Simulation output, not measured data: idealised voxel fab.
The process module that follows is named voxel plated lines.
cross-section cut | 225 nm wide | cells 5 nm
We lay out every cross-section as a grid of square cells and spell it out in bands from the top down, where one band means one or more rows of cells. This entry defines a band. It first specifies the height of the band's top and the height of its bottom in nm, and then specifies the band's materials from left to right, stating each material with its width in nm. The word "all across" identifies a single material that fills the band from edge to edge, while the word "air" identifies empty space. Measure heights from 0. That's the level where, below it, the as-received wafer is all one material. The lowest band is bottomless and extends downward; write it as in "0 nm and below". A width such as "30->40" changes by the same amount from each row of cells to the next, from the band's top row to its bottom row. You'll sometimes find "nothing altered" written for a step, and that's the way of saying that nowhere in the cross-section did a cell change during that step. This entry, "Closed void catalog", enumerates those empty regions of no fewer than 8 cells that possess no open connection to the top. Each region is reported in the form width x height at distance, the distance being taken from the left edge, with all three quantities expressed in nm. What comes after the settings on a step's line is commentary from the simulator itself on that step. "overlay nm" on a masked step: distance the mask lay right of its planned place, negative for left.
PLANNED PROCESS STEPS
1) RECEIVE with material Si
2) CONFORMAL_DEP with material Al2O3, thk nm 10
3) DIRECTIONAL_DEP with material TiN, thk nm 5
4) PATTERN with tone open, mask id LINES, material resist, width nm 25, pitch nm 55, thk nm 15, overlay nm 0
5) EPI with material Ru, thk nm 10
6) STRIP with etch materials resist
7) DIRECTIONAL_ETCH with etch materials TiN, depth nm 5
8) CONFORMAL_DEP with material SiO2, thk nm 10
AS RECEIVED (POST STEP 1): CROSS-SECTION
	0 nm and below | Si all across
	Closed void catalog: none
WHAT THE WAFER LOOKS LIKE IN CROSS-SECTION AFTER THIS MODULE, WHEN IT STARTS AS SHOWN ABOVE AND FOLLOWS THE PLAN ABOVE BUT ONE MISTAKE IS MADE IN RUNNING IT
	25 nm to 15 nm | SiO2 all across
	15 nm to 5 nm | Al2O3 all across
	5 nm to 0 nm | TiN all across
	0 nm and below | Si all across
	Closed void catalog: none
What was done differently from what was planned? plan vs actual: 2 and 3 interchanged
